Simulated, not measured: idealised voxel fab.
You're looking at the process module voxel self aligned vias.
Cross-section cut spans 285 nm and uses square cells 5 nm in size.
We lay out every cross-section as a grid of square cells and spell it out in bands from the top down, where one band means one or more rows of cells. Basically the band line says how high the top is and how high the bottom is, in nm, and then what's in it from left to right, every material with its width in nm. Empty space shows up as "empty", and if a single material carries "throughout" it runs the full band edge to edge. Note: height 0 marks the level under which the wafer is uniformly one material as received. Lowest band unbounded below, written "top 0, no bottom". A width such as "30->40" changes by the same amount from each row of cells to the next, from the band's top row to its bottom row. No cell of the cross-section changed in a step that is given as "stayed the same". You'll see "Closed void inventory" listing empty spaces that have no way open to the top, as long as they're 8 cells or more; the notation is width x height at distance, where the distance is from the left edge, and all of it is in nm. Formally, on a step line, whatever follows the settings is a remark that the simulator itself makes on the step. You can add "overlay nm" to a step's line. For a step with a mask, it describes how far the mask lay to the right of its planned position, and a negative number describes a lay to the left.

The following list gives the planned process steps:
step 1: RECEIVE with material Si
step 2: CONFORMAL_DEP with material SiO2, thk nm 15
step 3: CONFORMAL_DEP with material SiCN, thk nm 5
step 4: DIRECTIONAL_DEP with material lowk, thk nm 30
step 5: DIRECTIONAL_DEP with material aC, thk nm 10
step 6: PATTERN with tone open, mask id LINES, material resist, width nm 20, pitch nm 60, thk nm 30, overlay nm 0
step 7: DIRECTIONAL_ETCH with etch materials aC, depth nm 10
step 8: STRIP with etch materials resist
step 9: DIRECTIONAL_ETCH with etch materials lowk, depth nm 30
step 10: STRIP with etch materials aC
step 11: CONFORMAL_DEP with material TiN, thk nm 5
step 12: FILL_DEP with material W, thk nm 10
step 13: CMP with height nm 50
step 14: SELECTIVE_ETCH with etch materials W Ru TiN, depth nm 10
step 15: FILL_DEP with material SiN, thk nm 10
step 16: CMP with height nm 50
step 17: DIRECTIONAL_DEP with material lowk, thk nm 15
step 18: PATTERN with tone open, mask id VIAS, material resist, width nm 40, thk nm 15, overlay nm 0
step 19: DIRECTIONAL_ETCH with etch materials lowk, depth nm 15
step 20: DIRECTIONAL_ETCH with etch materials SiN, depth nm 10
step 21: STRIP with etch materials resist
step 22: CONFORMAL_DEP with material TiN, thk nm 5
step 23: FILL_DEP with material W, thk nm 5
step 24: CMP with height nm 65
step 25: CONFORMAL_DEP with material SiN, thk nm 5

Concerning the first of two wafers, which was run in accordance with the plan:

Incoming wafer in cross-section (state: after step 1):
> top 0, no bottom | Si throughout
> Closed void inventory: none

Cross-sectional representation of the wafer at the conclusion of step 2:
> top 15, bottom 0 | SiO2 throughout
> Under the height 0 nothing was changed.

Cross-sectional representation of the wafer at the conclusion of step 3:
> top 20, bottom 15 | SiCN throughout
> Under the height 15 nothing was changed.

Cross-sectional representation of the wafer at the conclusion of step 4:
> top 50, bottom 20 | lowk throughout
> Under the height 20 nothing was changed.

Cross-sectional representation of the wafer at the conclusion of step 5:
> top 60, bottom 50 | aC throughout
> Under the height 50 nothing was changed.

Cross-sectional representation of the wafer at the conclusion of step 6:
> top 90, bottom 60 | resist=100, then empty=20, then resist=40, then empty=20, then resist=105
> Under the height 60 nothing was changed.

Cross-sectional representation of the wafer at the conclusion of step 7:
> top 80, bottom 60 | resist=100, then empty=20, then resist=40, then empty=20, then resist=105
> top 60, bottom 50 | aC=100, then empty=20, then aC=40, then empty=20, then aC=105
> Under the height 50 nothing was changed.

Cross-sectional representation of the wafer at the conclusion of step 8:
> top 60, bottom 50 | aC=100, then empty=20, then aC=40, then empty=20, then aC=105
> Under the height 50 nothing was changed.

Cross-sectional representation of the wafer at the conclusion of step 9:
> top 60, bottom 50 | aC=100, then empty=20, then aC=40, then empty=20, then aC=105
> top 50, bottom 20 | lowk=100, then empty=20, then lowk=40, then empty=20, then lowk=105
> Under the height 20 nothing was changed.

Cross-sectional representation of the wafer at the conclusion of step 10:
> top 50, bottom 20 | lowk=100, then empty=20, then lowk=40, then empty=20, then lowk=105
> Under the height 20 nothing was changed.

Cross-sectional representation of the wafer at the conclusion of step 11:
> top 55, bottom 50 | TiN=105, then empty=10, then TiN=50, then empty=10, then TiN=110
> top 50, bottom 25 | lowk=100, then TiN=5, then empty=10, then TiN=5, then lowk=40, then TiN=5, then empty=10, then TiN=5, then lowk=105
> top 25, bottom 20 | lowk=100, then TiN=20, then lowk=40, then TiN=20, then lowk=105
> Under the height 20 nothing was changed.

Cross-sectional representation of the wafer at the conclusion of step 12:
> top 65, bottom 55 | W throughout
> top 55, bottom 50 | TiN=105, then W=10, then TiN=50, then W=10, then TiN=110
> top 50, bottom 25 | lowk=100, then TiN=5, then W=10, then TiN=5, then lowk=40, then TiN=5, then W=10, then TiN=5, then lowk=105
> Under the height 25 nothing was changed.

Cross-sectional representation of the wafer at the conclusion of step 13:
> top 50, bottom 25 | lowk=100, then TiN=5, then W=10, then TiN=5, then lowk=40, then TiN=5, then W=10, then TiN=5, then lowk=105
> Under the height 25 nothing was changed.

Cross-sectional representation of the wafer at the conclusion of step 14:
> top 50, bottom 40 | lowk=100, then empty=20, then lowk=40, then empty=20, then lowk=105
> Under the height 40 nothing was changed.

Cross-sectional representation of the wafer at the conclusion of step 15:
> top 60, bottom 50 | SiN throughout
> top 50, bottom 40 | lowk=100, then SiN=20, then lowk=40, then SiN=20, then lowk=105
> Under the height 40 nothing was changed.

Cross-sectional representation of the wafer at the conclusion of step 16:
> top 50, bottom 40 | lowk=100, then SiN=20, then lowk=40, then SiN=20, then lowk=105
> Under the height 40 nothing was changed.

Cross-sectional representation of the wafer at the conclusion of step 17:
> top 65, bottom 50 | lowk throughout
> Under the height 50 nothing was changed.

Cross-sectional representation of the wafer at the conclusion of step 18:
> top 80, bottom 65 | resist=90, then empty=40, then resist=155
> Under the height 65 nothing was changed.

Cross-sectional representation of the wafer at the conclusion of step 19:
> top 80, bottom 65 | resist=90, then empty=40, then resist=155
> top 65, bottom 50 | lowk=90, then empty=40, then lowk=155
> Under the height 50 nothing was changed.

Cross-sectional representation of the wafer at the conclusion of step 20:
> top 80, bottom 65 | resist=90, then empty=40, then resist=155
> top 65, bottom 50 | lowk=90, then empty=40, then lowk=155
> top 50, bottom 40 | lowk=100, then empty=20, then lowk=40, then SiN=20, then lowk=105
> Under the height 40 nothing was changed.

Cross-sectional representation of the wafer at the conclusion of step 21:
> top 65, bottom 50 | lowk=90, then empty=40, then lowk=155
> Under the height 50 nothing was changed.

Cross-sectional representation of the wafer at the conclusion of step 22:
> top 70, bottom 65 | TiN=95, then empty=30, then TiN=160
> top 65, bottom 55 | lowk=90, then TiN=5, then empty=30, then TiN=5, then lowk=155
> top 55, bottom 50 | lowk=90, then TiN=15, then empty=10, then TiN=15, then lowk=155
> top 50, bottom 45 | lowk=100, then TiN=5, then empty=10, then TiN=5, then lowk=40, then SiN=20, then lowk=105
> top 45, bottom 40 | lowk=100, then TiN=20, then lowk=40, then SiN=20, then lowk=105
> Under the height 40 nothing was changed.

Cross-sectional representation of the wafer at the conclusion of step 23:
> top 75, bottom 70 | W throughout
> top 70, bottom 65 | TiN=95, then W=30, then TiN=160
> top 65, bottom 55 | lowk=90, then TiN=5, then W=30, then TiN=5, then lowk=155
> top 55, bottom 50 | lowk=90, then TiN=15, then W=10, then TiN=15, then lowk=155
> top 50, bottom 45 | lowk=100, then TiN=5, then W=10, then TiN=5, then lowk=40, then SiN=20, then lowk=105
> Under the height 45 nothing was changed.

Cross-sectional representation of the wafer at the conclusion of step 24:
> top 65, bottom 55 | lowk=90, then TiN=5, then W=30, then TiN=5, then lowk=155
> Under the height 55 nothing was changed.

Cross-sectional representation of the wafer at the conclusion of step 25:
> top 70, bottom 65 | SiN throughout
> Under the height 65 nothing was changed.

The Second Wafer: Common Origin and Plan, One Mistake in Execution, Identical to the First Through Step 1:

What the second wafer looks like in cross-section when step 2 should have wrapped up:
> top 30, bottom 0 | SiO2 throughout
> Under the height 0 nothing was changed.

What the second wafer looks like in cross-section when step 3 should have wrapped up:
> top 35, bottom 30 | SiCN throughout
> Under the height 30 nothing was changed.

What the second wafer looks like in cross-section when step 4 should have wrapped up:
> top 65, bottom 35 | lowk throughout
> Under the height 35 nothing was changed.

What the second wafer looks like in cross-section when step 5 should have wrapped up:
> top 75, bottom 65 | aC throughout
> Under the height 65 nothing was changed.

What the second wafer looks like in cross-section when step 6 should have wrapped up:
> top 105, bottom 75 | resist=100, then empty=20, then resist=40, then empty=20, then resist=105
> Under the height 75 nothing was changed.

What the second wafer looks like in cross-section when step 7 should have wrapped up:
> top 95, bottom 75 | resist=100, then empty=20, then resist=40, then empty=20, then resist=105
> top 75, bottom 65 | aC=100, then empty=20, then aC=40, then empty=20, then aC=105
> Under the height 65 nothing was changed.

What the second wafer looks like in cross-section when step 8 should have wrapped up:
> top 75, bottom 65 | aC=100, then empty=20, then aC=40, then empty=20, then aC=105
> Under the height 65 nothing was changed.

What the second wafer looks like in cross-section when step 9 should have wrapped up:
> top 75, bottom 65 | aC=100, then empty=20, then aC=40, then empty=20, then aC=105
> top 65, bottom 35 | lowk=100, then empty=20, then lowk=40, then empty=20, then lowk=105
> Under the height 35 nothing was changed.

What the second wafer looks like in cross-section when step 10 should have wrapped up:
> top 65, bottom 35 | lowk=100, then empty=20, then lowk=40, then empty=20, then lowk=105
> Under the height 35 nothing was changed.

What the second wafer looks like in cross-section when step 11 should have wrapped up:
> top 70, bottom 65 | TiN=105, then empty=10, then TiN=50, then empty=10, then TiN=110
> top 65, bottom 40 | lowk=100, then TiN=5, then empty=10, then TiN=5, then lowk=40, then TiN=5, then empty=10, then TiN=5, then lowk=105
> top 40, bottom 35 | lowk=100, then TiN=20, then lowk=40, then TiN=20, then lowk=105
> Under the height 35 nothing was changed.

What the second wafer looks like in cross-section when step 12 should have wrapped up:
> top 80, bottom 70 | W throughout
> top 70, bottom 65 | TiN=105, then W=10, then TiN=50, then W=10, then TiN=110
> top 65, bottom 40 | lowk=100, then TiN=5, then W=10, then TiN=5, then lowk=40, then TiN=5, then W=10, then TiN=5, then lowk=105
> Under the height 40 nothing was changed.

What the second wafer looks like in cross-section when step 13 should have wrapped up:
> top 50, bottom 40 | lowk=100, then TiN=5, then W=10, then TiN=5, then lowk=40, then TiN=5, then W=10, then TiN=5, then lowk=105
> Under the height 40 nothing was changed.

What the second wafer looks like in cross-section when step 14 should have wrapped up:
> top 50, bottom 40 | lowk=100, then empty=20, then lowk=40, then empty=20, then lowk=105
> Under the height 40 nothing was changed.

What the second wafer looks like in cross-section when step 15 should have wrapped up:
> top 60, bottom 50 | SiN throughout
> top 50, bottom 40 | lowk=100, then SiN=20, then lowk=40, then SiN=20, then lowk=105
> Under the height 40 nothing was changed.

What the second wafer looks like in cross-section when step 16 should have wrapped up:
> top 50, bottom 40 | lowk=100, then SiN=20, then lowk=40, then SiN=20, then lowk=105
> Under the height 40 nothing was changed.

What the second wafer looks like in cross-section when step 17 should have wrapped up:
> top 65, bottom 50 | lowk throughout
> Under the height 50 nothing was changed.

What the second wafer looks like in cross-section when step 18 should have wrapped up:
> top 80, bottom 65 | resist=90, then empty=40, then resist=155
> Under the height 65 nothing was changed.

What the second wafer looks like in cross-section when step 19 should have wrapped up:
> top 80, bottom 65 | resist=90, then empty=40, then resist=155
> top 65, bottom 50 | lowk=90, then empty=40, then lowk=155
> Under the height 50 nothing was changed.

What the second wafer looks like in cross-section when step 20 should have wrapped up:
> top 80, bottom 65 | resist=90, then empty=40, then resist=155
> top 65, bottom 50 | lowk=90, then empty=40, then lowk=155
> top 50, bottom 40 | lowk=100, then empty=20, then lowk=40, then SiN=20, then lowk=105
> Under the height 40 nothing was changed.

What the second wafer looks like in cross-section when step 21 should have wrapped up:
> top 65, bottom 50 | lowk=90, then empty=40, then lowk=155
> Under the height 50 nothing was changed.

What the second wafer looks like in cross-section when step 22 should have wrapped up:
> top 70, bottom 65 | TiN=95, then empty=30, then TiN=160
> top 65, bottom 55 | lowk=90, then TiN=5, then empty=30, then TiN=5, then lowk=155
> top 55, bottom 50 | lowk=90, then TiN=15, then empty=10, then TiN=15, then lowk=155
> top 50, bottom 45 | lowk=100, then TiN=5, then empty=10, then TiN=5, then lowk=40, then SiN=20, then lowk=105
> top 45, bottom 40 | lowk=100, then TiN=20, then lowk=40, then SiN=20, then lowk=105
> Under the height 40 nothing was changed.

What the second wafer looks like in cross-section when step 23 should have wrapped up:
> top 75, bottom 70 | W throughout
> top 70, bottom 65 | TiN=95, then W=30, then TiN=160
> top 65, bottom 55 | lowk=90, then TiN=5, then W=30, then TiN=5, then lowk=155
> top 55, bottom 50 | lowk=90, then TiN=15, then W=10, then TiN=15, then lowk=155
> top 50, bottom 45 | lowk=100, then TiN=5, then W=10, then TiN=5, then lowk=40, then SiN=20, then lowk=105
> Under the height 45 nothing was changed.

What the second wafer looks like in cross-section when step 24 should have wrapped up:
> top 65, bottom 55 | lowk=90, then TiN=5, then W=30, then TiN=5, then lowk=155
> Under the height 55 nothing was changed.

What the second wafer looks like in cross-section when step 25 should have wrapped up:
> top 70, bottom 65 | SiN throughout
> Under the height 65 nothing was changed.
The plan and the run diverged here: step 2 of the plan was executed twice over
The final cell counts differ between the wafers, with the second having more or fewer of some materials than the first: SiO2 +171, TiN -12, W -12, lowk -147
